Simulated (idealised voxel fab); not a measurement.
process module | voxel released beams
cross-section cut | 275 nm wide | cells 5 nm
A cross-section is a grid of square cells, given in bands from the top down. A band is one or more rows of cells.
Each band's line starts with the height of the band's top and of its bottom, in nm. Then come its materials from left to right, each with its width in nm. One material with "throughout" fills the band from edge to edge. "air" is empty space.
Height 0 is the level under which the wafer as received is all one material. The lowest band goes on downwards, as in "0 down".
A width such as "30 to 40" changes by the same amount from each row of cells to the next, from the band's top row to its bottom row.
"no change" after a step means that no cell of the cross-section changed.
closed voids: empty space of 8 cells or more with no open way to the top, each as width x height at its distance from the left edge, in nm
after a step's settings: what the simulator itself notes on the step
overlay nm, on a step with a mask: how far to the right of its planned place the mask lay; to the left if negative
plan
1 op RECEIVE | material Si
2 op CONFORMAL_DEP | material Al2O3 | thk nm 5
3 op DIRECTIONAL_DEP | material SiO2 | thk nm 20
4 op MASKED_ETCH | tone open | mask id ANCHOR | width nm 25 | etch materials SiO2 | depth nm 20 | overlay nm 0
5 op CONFORMAL_DEP | material SiN | thk nm 10
6 op DIRECTIONAL_DEP | material aC | thk nm 10
7 op PATTERN | tone cover | mask id BEAM | material resist | width nm 75 | thk nm 25 | overlay nm 0
8 op DIRECTIONAL_ETCH | etch materials aC | depth nm 10
9 op STRIP | etch materials resist
10 op DIRECTIONAL_ETCH | etch materials SiN | depth nm 10
11 op STRIP | etch materials aC
12 op STRIP | etch materials SiO2
first wafer, as planned
as received, after step 1
  0 down: Si throughout
  closed voids: none
after step 2
  5 to 0: Al2O3 throughout
  below 0: unchanged
after step 3
  25 to 5: SiO2 throughout
  below 5: unchanged
after step 4
  25 to 5: SiO2 100 | air 25 | SiO2 150
  below 5: unchanged
after step 5
  35 to 25: SiN 110 | air 5 | SiN 160
  25 to 15: SiO2 100 | SiN 10 | air 5 | SiN 10 | SiO2 150
  15 to 5: SiO2 100 | SiN 25 | SiO2 150
  below 5: unchanged
after step 6
  45 to 35: aC 110 | air 5 | aC 160
  35 to 25: SiN 110 | air 5 | SiN 160
  25 to 15: SiO2 100 | SiN 10 | aC 5 | SiN 10 | SiO2 150
  below 15: unchanged
after step 7
  70 to 45: air 95 | resist 75 | air 105
  45 to 35: aC 110 | resist 5 | aC 160
  35 to 25: SiN 110 | resist 5 | SiN 160
  below 25: unchanged
after step 8
  60 to 45: air 95 | resist 75 | air 105
  45 to 35: air 95 | aC 15 | resist 5 | aC 55 | air 105
  below 35: unchanged
after step 9
  45 to 35: air 95 | aC 15 | air 5 | aC 55 | air 105
  35 to 25: SiN 110 | air 5 | SiN 160
  below 25: unchanged
after step 10
  45 to 35: air 95 | aC 15 | air 5 | aC 55 | air 105
  35 to 25: air 95 | SiN 15 | air 5 | SiN 55 | air 105
  below 25: unchanged
after step 11
  35 to 25: air 95 | SiN 15 | air 5 | SiN 55 | air 105
  25 to 15: SiO2 100 | SiN 10 | air 5 | SiN 10 | SiO2 150
  below 15: unchanged
after step 12
  35 to 25: air 95 | SiN 15 | air 5 | SiN 55 | air 105
  25 to 15: air 100 | SiN 10 | air 5 | SiN 10 | air 150
  15 to 5: air 100 | SiN 25 | air 150
  below 5: unchanged
second wafer: like start, like plan, one mistake. Through step 3 it matches the first wafer
when step 4 should have ended
  25 to 5: SiO2 105 | air 15 | SiO2 155
  below 5: unchanged
when step 5 should have ended
  35 to 25: SiN throughout
  25 to 5: SiO2 105 | SiN 15 | SiO2 155
  below 5: unchanged
when step 6 should have ended
  45 to 35: aC throughout
  below 35: unchanged
when step 7 should have ended
  70 to 45: air 95 | resist 75 | air 105
  below 45: unchanged
when step 8 should have ended
  60 to 45: air 95 | resist 75 | air 105
  45 to 35: air 95 | aC 75 | air 105
  below 35: unchanged
when step 9 should have ended
  45 to 35: air 95 | aC 75 | air 105
  below 35: unchanged
when step 10 should have ended
  45 to 35: air 95 | aC 75 | air 105
  35 to 25: air 95 | SiN 75 | air 105
  below 25: unchanged
when step 11 should have ended
  35 to 25: air 95 | SiN 75 | air 105
  below 25: unchanged
when step 12 should have ended
  35 to 25: air 95 | SiN 75 | air 105
  25 to 5: air 105 | SiN 15 | air 155
  below 5: unchanged
what went wrong: step 4 ran as: op MASKED_ETCH | tone open | mask id ANCHOR | width nm 15 | etch materials SiO2 | depth nm 20 | overlay nm 0
at the end the second wafer has, in cells: 4 fewer of SiN
